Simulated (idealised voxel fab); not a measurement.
process module | voxel trench capacitor
cross-section cut | 285 nm wide | cells 5 nm
A cross-section is a grid of square cells, given in bands from the top down. A band is one or more rows of cells.
Each band's line starts with the height of the band's top and of its bottom, in nm. Then come its materials from left to right, each with its width in nm. One material with "throughout" fills the band from edge to edge. "air" is empty space.
Height 0 is the level under which the wafer as received is all one material. The lowest band goes on downwards, as in "0 down".
A width such as "30 to 40" changes by the same amount from each row of cells to the next, from the band's top row to its bottom row.
"no change" after a step means that no cell of the cross-section changed.
closed voids: empty space of 8 cells or more with no open way to the top, each as width x height at its distance from the left edge, in nm
after a step's settings: what the simulator itself notes on the step
overlay nm, on a step with a mask: how far to the right of its planned place the mask lay; to the left if negative
plan
1 op RECEIVE | material Si
2 op CONFORMAL_DEP | material SiN | thk nm 5
3 op MASKED_ETCH | tone open | mask id TRENCH | width nm 30 | pitch nm 50 | etch materials SiN | depth nm 5 | overlay nm 0
4 op MASKED_ETCH | tone open | mask id TRENCH | width nm 30 | pitch nm 50 | etch materials Si | depth nm 25 | overlay nm 0
5 op CONFORMAL_DEP | material HfO2 | thk nm 5
6 op CONFORMAL_DEP | material TiN | thk nm 5
7 op FILL_DEP | material W | thk nm 5
8 op CMP | height nm 5
as received, after step 1
  0 down: Si throughout
  closed voids: none
a wafer at the end: this start, this plan, one mistake
  5 to 0: HfO2 100 | SiN 30 | HfO2 20 | SiN 30 | HfO2 105
  0 down: Si throughout
  closed voids: none
what went wrong: step 3 ran as: op MASKED_ETCH | tone cover | mask id TRENCH | width nm 30 | pitch nm 50 | etch materials SiN | depth nm 5 | overlay nm 0
